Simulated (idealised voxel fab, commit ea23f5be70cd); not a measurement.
Documented hereafter: the process module known as voxel self aligned contacts.
We display cut, a cross-section 165 nm in width whose square cells are each 5 nm.
Heads up, the way a cross-section reads in here is a grid of square cells, handed over as bands from the top down, with every band being one or more rows of cells. The entry gives the band's vertical extent as a top height and a bottom height in nm, then its horizontal make-up as materials from left to right, each with a width in nm. "blank" stands for empty space; a single material marked "everywhere" fills the band edge to edge. Measure heights from 0. That's the level where, below it, the as-received wafer is all one material. The lowest band is bottomless and extends downward; write it as in "0 -> down". Think of "30..40" as a width that walks from the first number to the second as you go down the band, top row to bottom row, taking equal-sized steps from row to row. It should be understood that the words "no modification", when stated for a given step, signify that the cross-section underwent no change in any of its cells during that step. If an empty space has no open way to the top and is at least 8 cells in size, "Enclosed internal voids" lists it, written width x height at distance, where distance is measured from the left edge and every value is in nm. It should be noted that, on the line of a given step, the content following the step's settings is a remark produced by the simulator itself with respect to that step. overlay nm: how far to the right of its planned place the mask lay on this masked step (negative: to the left).
# List of planned process steps
1) RECEIVE [material Si]
2) CONFORMAL_DEP [material SiO2] [thk nm 5]
3) DIRECTIONAL_DEP [material polySi] [thk nm 20]
4) DIRECTIONAL_DEP [material SiN] [thk nm 20]
5) DIRECTIONAL_DEP [material aC] [thk nm 15]
6) PATTERN [tone cover] [mask id GATE] [material resist] [width nm 30] [pitch nm 75] [thk nm 35] [overlay nm -15]
7) DIRECTIONAL_ETCH [etch materials aC] [depth nm 15]
8) STRIP [etch materials resist]
9) DIRECTIONAL_ETCH [etch materials SiN] [depth nm 20]
10) DIRECTIONAL_ETCH [etch materials polySi] [depth nm 20]
11) STRIP [etch materials aC]
12) CONFORMAL_DEP [material SiN] [thk nm 10]
13) DIRECTIONAL_ETCH [etch materials SiN] [depth nm 10]
14) FILL_DEP [material SiO2] [thk nm 15]
15) CMP [height nm 55]
16) DIRECTIONAL_DEP [material aC] [thk nm 10]
17) PATTERN [tone open] [mask id CONTACT] [material resist] [width nm 55] [thk nm 30] [overlay nm 0]
18) DIRECTIONAL_ETCH [etch materials aC] [depth nm 10]
19) STRIP [etch materials resist]
20) DIRECTIONAL_ETCH [etch materials SiO2] [depth nm 55]
21) STRIP [etch materials aC]
22) CONFORMAL_DEP [material TiN] [thk nm 5]
23) FILL_DEP [material Ru] [thk nm 10]
24) CMP [height nm 55]
25) CONFORMAL_DEP [material SiCN] [thk nm 5]
Same starting wafers, different overlay nm at step 6. Plan value belongs to the first wafer.
# Cross-section: the first of several wafers in its as-received state, i.e. following step 1
  0 -> down = Si everywhere
  Enclosed internal voids: none
# For your reference, the table is organized with a row per wafer; each row reflects the wafer at the end of the module, indicating for each material the cells gained (+) or lost (-) since receipt, and thereafter its closed voids
overlay nm -15, +36 Ru, +33 SiCN, +112 SiN, +136 SiO2, +31 TiN, +48 polySi, Enclosed internal voids: none
overlay nm -10, +36 Ru, +33 SiCN, +112 SiN, +136 SiO2, +31 TiN, +48 polySi, Enclosed internal voids: none
overlay nm -5, +36 Ru, +33 SiCN, +112 SiN, +136 SiO2, +31 TiN, +48 polySi, Enclosed internal voids: none
overlay nm 0, +36 Ru, +33 SiCN, +112 SiN, +136 SiO2, +31 TiN, +48 polySi, Enclosed internal voids: none
overlay nm 5, +36 Ru, +33 SiCN, +112 SiN, +136 SiO2, +31 TiN, +48 polySi, Enclosed internal voids: none
overlay nm 10, +36 Ru, +33 SiCN, +112 SiN, +136 SiO2, +31 TiN, +48 polySi, Enclosed internal voids: none
overlay nm 15, +36 Ru, +33 SiCN, +112 SiN, +136 SiO2, +31 TiN, +48 polySi, Enclosed internal voids: none
